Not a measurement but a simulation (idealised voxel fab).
voxel plated lines: a process module
Cross-sectional view cut (width: 225 nm; square cell size: 5 nm).
Each cross-section below is a grid of square cells, stated as bands in top-down order, with one or more rows of cells making up each band. Band entry format. Leading values: height of top, height of bottom, nm. Remainder: materials in left-to-right order, each with its width in nm. Special words: "edge to edge" on a single material, which then fills the band edge to edge; "air", empty space. A quick word on heights: they are counted from 0, and under that level the wafer as it came to us is one material throughout. The lowest band is different from the rest in having no bottom; it simply continues downward, written as in "0 nm and below". It should be noted that a width expressed as "30->40" varies in equal increments from row to row of cells within the band, taking the value of the first number at the top row and that of the second number at the bottom row. Given "no alteration" for a step, no cell of the cross-section differs between before and after that step. Closed internal cavities: empty space of 8 cells or more with no open way to the top, each as width x height at its distance from the left edge, in nm. Heads up: the bit after the settings on a step's line is the simulator's remark on that step. Each step line may optionally specify "overlay nm", which for a step with a mask gives the rightward distance between the mask's planned place and where it lay, a negative value indicating the leftward direction.

**Steps in the process plan**
- 1: RECEIVE with material Si
- 2: CONFORMAL_DEP with material SiO2, thk nm 5
- 3: DIRECTIONAL_DEP with material TiN, thk nm 5
- 4: PATTERN with tone open, mask id LINES, material resist, width nm 30, pitch nm 45, thk nm 30, overlay nm 0
- 5: EPI with material Ru, thk nm 10
- 6: EPI with material Ru, thk nm 10
- 7: STRIP with etch materials resist
- 8: DIRECTIONAL_ETCH with etch materials TiN, depth nm 5
- 9: CONFORMAL_DEP with material SiN, thk nm 10

**Wafer as received: cross-section following step 1**
    0 nm and below | Si edge to edge
    Closed internal cavities: none

**The first of two wafers, cross-sectioned at the end of the module, with the run proceeding as planned**
    40 nm to 30 nm | 40 of air; 140 of SiN; 45 of air
    30 nm to 15 nm | 40 of air; 10 of SiN; 30 of Ru; 15 of SiN; 30 of Ru; 15 of SiN; 30 of Ru; 10 of SiN; 45 of air
    15 nm to 10 nm | 50 of SiN; 30 of Ru; 15 of SiN; 30 of Ru; 15 of SiN; 30 of Ru; 55 of SiN
    10 nm to 5 nm | 50 of SiN; 30 of TiN; 15 of SiN; 30 of TiN; 15 of SiN; 30 of TiN; 55 of SiN
    5 nm to 0 nm | SiO2 edge to edge
    0 nm and below | Si edge to edge
    Closed internal cavities: none

**Second of two wafers, module complete, sectioned: it shares the first wafer's start and plan but was run with one mistake**
    50 nm to 40 nm | 40 of air; 140 of SiN; 45 of air
    40 nm to 25 nm | 40 of air; 10 of SiN; 30 of Ru; 15 of SiN; 30 of Ru; 15 of SiN; 30 of Ru; 10 of SiN; 45 of air
    25 nm to 20 nm | 50 of SiN; 30 of Ru; 15 of SiN; 30 of Ru; 15 of SiN; 30 of Ru; 55 of SiN
    20 nm to 15 nm | 50 of SiN; 30 of TiN; 15 of SiN; 30 of TiN; 15 of SiN; 30 of TiN; 55 of SiN
    15 nm to 0 nm | SiO2 edge to edge
    0 nm and below | Si edge to edge
    Closed internal cavities: none
What broke from the plan during processing? step 2 ran differently from the plan; actual operation with settings: CONFORMAL_DEP with material SiO2, thk nm 15
Final difference in cells, second wafer against first, listed per material as more or fewer: 90 more of SiO2
